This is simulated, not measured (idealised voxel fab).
Title: Process Module voxel wiring stack
Pictured: cross-section cut, 265 nm wide, on a grid of 5 nm square cells.
Each cross-section below is a grid of square cells, stated as bands in top-down order, with one or more rows of cells making up each band. For a band, the entry starts with two heights in nm, that of the top and then that of the bottom, and carries on with the band's materials in order from left to right, each alongside its width in nm; the word "all across" beside a single material means it fills the band edge to edge, and "blank" means empty space. Zero point of the height axis is 0; under it, received wafer = one material. Lowest band: continues down indefinitely, "0 and below". Think of "30..40" as a width that walks from the first number to the second as you go down the band, top row to bottom row, taking equal-sized steps from row to row. Given "same as before" for a step, no cell of the cross-section differs between before and after that step. In "Trapped void list" the enclosed voids are listed, meaning empty spaces of 8 cells or larger without any opening to the top. The form is width x height at distance, distance from the left edge, units nm. That trailing text on a step's line, after the settings, is the simulator's own remark on the step. overlay nm: right-of-plan distance of the mask on a masked step; negative values mean left-of-plan.

### plan
- 1: RECEIVE with material Si
- 2: CONFORMAL_DEP with material SiO2, thk nm 15
- 3: CONFORMAL_DEP with material SiN, thk nm 5
- 4: DIRECTIONAL_DEP with material lowk, thk nm 25
- 5: DIRECTIONAL_DEP with material aC, thk nm 10
- 6: PATTERN with tone open, mask id METAL_1, material resist, width nm 25, pitch nm 45, thk nm 25, overlay nm 0
- 7: DIRECTIONAL_ETCH with etch materials aC, depth nm 10
- 8: STRIP with etch materials resist
- 9: DIRECTIONAL_ETCH with etch materials lowk, depth nm 25
- 10: DIRECTIONAL_ETCH with etch materials SiN, depth nm 5
- 11: STRIP with etch materials aC
- 12: CONFORMAL_DEP with material TiN, thk nm 5
- 13: FILL_DEP with material Cu, thk nm 10
- 14: CMP with height nm 45
- 15: CONFORMAL_DEP with material SiCN, thk nm 5
- 16: DIRECTIONAL_DEP with material SiO2, thk nm 10
- 17: DIRECTIONAL_DEP with material aC, thk nm 10
- 18: PATTERN with tone open, mask id PLUG_1, material resist, width nm 15, thk nm 25, overlay nm 0
- 19: DIRECTIONAL_ETCH with etch materials aC, depth nm 10
- 20: STRIP with etch materials resist
- 21: DIRECTIONAL_ETCH with etch materials SiO2, depth nm 10
- 22: DIRECTIONAL_ETCH with etch materials SiCN, depth nm 5
- 23: STRIP with etch materials aC
- 24: CONFORMAL_DEP with material TiN, thk nm 5
- 25: FILL_DEP with material Ru, thk nm 10
- 26: CMP with height nm 60
- 27: CONFORMAL_DEP with material SiN, thk nm 5
- 28: DIRECTIONAL_DEP with material SiO2, thk nm 15
- 29: MASKED_ETCH with tone open, mask id METAL_2, width nm 25, pitch nm 45, etch materials SiO2, depth nm 15, overlay nm 0
- 30: MASKED_ETCH with tone open, mask id METAL_2, width nm 25, pitch nm 45, etch materials SiN, depth nm 5, overlay nm 0
- 31: CONFORMAL_DEP with material TiN, thk nm 5
- 32: FILL_DEP with material W, thk nm 10
- 33: CMP with height nm 80
- 34: CONFORMAL_DEP with material SiCN, thk nm 5
- 35: DIRECTIONAL_DEP with material lowk, thk nm 20
- 36: MASKED_ETCH with tone open, mask id PLUG_2, width nm 15, pitch nm 45, etch materials lowk, depth nm 20, overlay nm 0
- 37: MASKED_ETCH with tone open, mask id PLUG_2, width nm 15, pitch nm 45, etch materials SiCN, depth nm 5, overlay nm 0
- 38: CONFORMAL_DEP with material TiN, thk nm 5
- 39: FILL_DEP with material W, thk nm 10
- 40: CMP with height nm 105
- 41: CONFORMAL_DEP with material SiN, thk nm 5
- 42: DIRECTIONAL_DEP with material SiO2, thk nm 20
- 43: DIRECTIONAL_DEP with material aC, thk nm 15
- 44: PATTERN with tone open, mask id METAL_3, material resist, width nm 25, pitch nm 45, thk nm 30, overlay nm 0
- 45: DIRECTIONAL_ETCH with etch materials aC, depth nm 15
- 46: STRIP with etch materials resist
- 47: DIRECTIONAL_ETCH with etch materials SiO2, depth nm 20
- 48: DIRECTIONAL_ETCH with etch materials SiN, depth nm 5
- 49: STRIP with etch materials aC
- 50: CONFORMAL_DEP with material TiN, thk nm 5
- 51: FILL_DEP with material W, thk nm 10
- 52: CMP with height nm 130
- 53: EPI with material Ru, thk nm 5
- 54: FILL_DEP with material SiCN, thk nm 5

### So this is the incoming wafer in cross-section - it's already been through step 1
* 0 and below | Si all across
* Trapped void list: none

### Cross-section: first of two wafers, module finished, run according to plan
* 140 down to 135 | SiCN all across
* 135 down to 130 | 90 SiCN, then 35 Ru, then 10 SiCN, then 35 Ru, then 95 SiCN
* 130 down to 110 | 95 SiO2, then 5 TiN, then 15 W, then 5 TiN, then 20 SiO2, then 5 TiN, then 15 W, then 5 TiN, then 100 SiO2
* 110 down to 105 | 95 SiN, then 25 TiN, then 20 SiN, then 25 TiN, then 100 SiN
* 105 down to 85 | 95 lowk, then 5 TiN, then 5 W, then 5 TiN, then 30 lowk, then 5 TiN, then 5 W, then 5 TiN, then 110 lowk
* 85 down to 80 | 95 SiCN, then 15 TiN, then 30 SiCN, then 15 TiN, then 110 SiCN
* 80 down to 65 | 95 SiO2, then 5 TiN, then 15 W, then 5 TiN, then 20 SiO2, then 5 TiN, then 15 W, then 5 TiN, then 100 SiO2
* 65 down to 60 | 95 SiN, then 25 TiN, then 20 SiN, then 25 TiN, then 100 SiN
* 60 down to 50 | 95 SiO2, then 5 TiN, then 5 Ru, then 5 TiN, then 155 SiO2
* 50 down to 45 | 95 SiCN, then 15 TiN, then 155 SiCN
* 45 down to 20 | 95 lowk, then 5 TiN, then 15 Cu, then 5 TiN, then 20 lowk, then 5 TiN, then 15 Cu, then 5 TiN, then 100 lowk
* 20 down to 15 | 95 SiN, then 25 TiN, then 20 SiN, then 25 TiN, then 100 SiN
* 15 down to 0 | SiO2 all across
* 0 and below | Si all across
* Trapped void list: none

### Cross-section of the latter of the two wafers at module completion. It had an identical start and an identical plan to the former; in running it, one mistake was made
* 140 down to 135 | SiCN all across
* 135 down to 130 | 90 SiCN, then 35 Ru, then 10 SiCN, then 35 Ru, then 95 SiCN
* 130 down to 110 | 95 SiO2, then 5 TiN, then 15 W, then 5 TiN, then 20 SiO2, then 5 TiN, then 15 W, then 5 TiN, then 100 SiO2
* 110 down to 105 | 95 SiN, then 25 TiN, then 20 SiN, then 25 TiN, then 100 SiN
* 105 down to 85 | 95 lowk, then 5 TiN, then 5 W, then 5 TiN, then 30 lowk, then 5 TiN, then 5 W, then 5 TiN, then 110 lowk
* 85 down to 80 | 95 SiCN, then 15 TiN, then 30 SiCN, then 15 TiN, then 110 SiCN
* 80 down to 65 | 95 SiO2, then 5 TiN, then 15 W, then 5 TiN, then 20 SiO2, then 5 TiN, then 15 W, then 5 TiN, then 100 SiO2
* 65 down to 60 | 95 SiN, then 25 TiN, then 20 SiN, then 25 TiN, then 100 SiN
* 60 down to 50 | 95 SiO2, then 5 TiN, then 5 Ru, then 5 TiN, then 155 SiO2
* 50 down to 45 | 95 SiCN, then 15 TiN, then 155 SiCN
* 45 down to 40 | 100 TiN, then 15 Cu, then 30 TiN, then 15 Cu, then 105 TiN
* 40 down to 20 | 95 lowk, then 5 TiN, then 15 Cu, then 5 TiN, then 20 lowk, then 5 TiN, then 15 Cu, then 5 TiN, then 100 lowk
* 20 down to 15 | 95 lowk, then 25 TiN, then 20 lowk, then 25 TiN, then 100 lowk
* 15 down to 0 | SiO2 all across
* 0 and below | Si all across
* Trapped void list: none
Heads up, the wafer didn't run the way we planned it: step 3 of the plan did not run at all; it was left out
Final comparison by cell count, materials where the second wafer has more or fewer than the first: SiN -43, TiN +43
